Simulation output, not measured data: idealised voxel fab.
Name of the process module below: voxel capacitor over wiring
160 nm wide, 5 nm square cells: that's cross-section cut.
Notation: cross-section as square-cell grid; stated in bands, top first, going down; one or more cell rows per band.
Look at the band entry: it leads with the top's height and the bottom's height in nm. Then it lists the materials left to right, with a width in nm for each. The word "all across" on a single material says that material fills the band edge to edge. The word "blank" is empty space.
Zero point of the height axis is 0; under it, received wafer = one material. Lowest band: continues down indefinitely, "0 and below".
Think of "30->40" as a width that walks from the first number to the second as you go down the band, top row to bottom row, taking equal-sized steps from row to row.
Step marked "no alteration"? Then no cell in the cross-section changed in it.
Look at "Unvented cavities" for the closed voids: empty spaces with no open path to the top, sized 8 cells or up. Each is width x height at distance, distance from the left edge, all nm.
Where a step's line continues beyond its settings, the continuation is a remark by the simulator itself on that step.
overlay nm: step with mask; distance mask lay right of planned place; negative value = left of planned place.
The following list gives the planned process steps:
step 1: RECEIVE with material Si
step 2: CONFORMAL_DEP with material SiO2, thk nm 15
step 3: CONFORMAL_DEP with material SiCN, thk nm 5
step 4: DIRECTIONAL_DEP with material lowk, thk nm 15
step 5: PATTERN with tone open, mask id METAL_1, material resist, width nm 30, pitch nm 95, thk nm 20, overlay nm 0
step 6: DIRECTIONAL_ETCH with etch materials lowk, depth nm 15
step 7: DIRECTIONAL_ETCH with etch materials SiCN, depth nm 5
step 8: STRIP with etch materials resist
step 9: CONFORMAL_DEP with material TiN, thk nm 5
step 10: FILL_DEP with material Ru, thk nm 10
step 11: CMP with height nm 35
step 12: CONFORMAL_DEP with material SiCN, thk nm 5
step 13: DIRECTIONAL_DEP with material lowk, thk nm 10
step 14: MASKED_ETCH with tone open, mask id PLUG_1, width nm 15, etch materials lowk, depth nm 10, overlay nm 0
step 15: MASKED_ETCH with tone open, mask id PLUG_1, width nm 15, etch materials SiCN, depth nm 5, overlay nm -15
step 16: EPI with material Ru, thk nm 10
step 17: EPI with material Ru, thk nm 5
step 18: DIRECTIONAL_DEP with material TiN, thk nm 5
step 19: DIRECTIONAL_DEP with material Al2O3, thk nm 5
step 20: DIRECTIONAL_DEP with material TiN, thk nm 10
step 21: MASKED_ETCH with tone cover, mask id UPPER_PLATE, width nm 70, etch materials TiN, depth nm 10, overlay nm 0
step 22: MASKED_ETCH with tone cover, mask id UPPER_PLATE, width nm 70, etch materials Al2O3, depth nm 5, overlay nm 0
step 23: PATTERN with tone cover, mask id LOWER_PLATE, material resist, width nm 80, thk nm 20, overlay nm 0
step 24: DIRECTIONAL_ETCH with etch materials TiN, depth nm 5
step 25: STRIP with etch materials resist
step 26: FILL_DEP with material SiO2, thk nm 15
step 27: CMP with height nm 80
step 28: PATTERN with tone open, mask id PLUG_2, material resist, width nm 15, thk nm 15, overlay nm 0
step 29: DIRECTIONAL_ETCH with etch materials SiO2, depth nm 10
step 30: STRIP with etch materials resist
step 31: CONFORMAL_DEP with material TiN, thk nm 5
step 32: FILL_DEP with material Cu, thk nm 10
step 33: CMP with height nm 80
step 34: CONFORMAL_DEP with material SiN, thk nm 5
Quick note for whoever runs this: the wafers start identical, but the overlay nm at step 15 isn't the same across them. The plan just shows what the first wafer had.
Cross-section, first of several wafers, as delivered after step 1:
	0 and below | Si all across
	Unvented cavities: none
Take a look at the first of several wafers in cross-section: the module is done, and step 34 was its last step:
	85 down to 80 | SiN all across
	80 down to 75 | SiO2=40  TiN=5  Cu=5  TiN=5  SiO2=105
	75 down to 70 | SiO2=40  TiN=15  SiO2=105
	70 down to 60 | SiO2=45  TiN=55  SiO2=60
	60 down to 55 | SiO2=30  TiN=15  Al2O3=55  SiO2=60
	55 down to 50 | SiO2=25  TiN=80  SiO2=55
	50 down to 45 | lowk=30  Al2O3=15  lowk=115
	45 down to 40 | lowk=30  TiN=15  lowk=115
	40 down to 35 | SiCN all across
	35 down to 20 | lowk=15  TiN=5  Ru=20  TiN=5  lowk=65  TiN=5  Ru=20  TiN=5  lowk=20
	20 down to 15 | SiCN=15  TiN=30  SiCN=65  TiN=30  SiCN=20
	15 down to 0 | SiO2 all across
	0 and below | Si all across
	Unvented cavities: none
At the end of the module, the last of several wafers in cross-section:
	85 down to 80 | SiN all across
	80 down to 75 | SiO2=40  TiN=5  Cu=5  TiN=5  SiO2=105
	75 down to 70 | SiO2=40  TiN=15  SiO2=105
	70 down to 60 | SiO2=45  TiN=55  SiO2=60
	60 down to 55 | SiO2=30  TiN=15  Al2O3=55  SiO2=60
	55 down to 50 | SiO2=25  TiN=80  SiO2=55
	50 down to 45 | lowk=30  Al2O3=15  lowk=115
	45 down to 40 | lowk=30  TiN=15  lowk=115
	40 down to 35 | SiCN all across
	35 down to 20 | lowk=15  TiN=5  Ru=20  TiN=5  lowk=65  TiN=5  Ru=20  TiN=5  lowk=20
	20 down to 15 | SiCN=15  TiN=30  SiCN=65  TiN=30  SiCN=20
	15 down to 0 | SiO2 all across
	0 and below | Si all across
	Unvented cavities: none
Heads up, this table goes wafer by wafer. A row tells you, at the end of the module, how many cells of each material that wafer has put on (+) or dropped (-) since it was received, and then its closed voids:
overlay nm -15, +14 Al2O3, +1 Cu, +24 Ru, +52 SiCN, +32 SiN, +230 SiO2, +73 TiN, +118 lowk, Unvented cavities: none
overlay nm -10, +14 Al2O3, +1 Cu, +31 Ru, +51 SiCN, +32 SiN, +224 SiO2, +73 TiN, +118 lowk, Unvented cavities: none
overlay nm -5, +14 Al2O3, +1 Cu, +32 Ru, +50 SiCN, +32 SiN, +224 SiO2, +73 TiN, +118 lowk, Unvented cavities: none
overlay nm 0, +14 Al2O3, +1 Cu, +33 Ru, +49 SiCN, +32 SiN, +224 SiO2, +73 TiN, +118 lowk, Unvented cavities: none
overlay nm 5, +14 Al2O3, +1 Cu, +32 Ru, +50 SiCN, +32 SiN, +224 SiO2, +73 TiN, +118 lowk, Unvented cavities: none
overlay nm 10, +14 Al2O3, +1 Cu, +31 Ru, +51 SiCN, +32 SiN, +224 SiO2, +73 TiN, +118 lowk, Unvented cavities: none
overlay nm 15, +14 Al2O3, +1 Cu, +24 Ru, +52 SiCN, +32 SiN, +230 SiO2, +73 TiN, +118 lowk, Unvented cavities: none
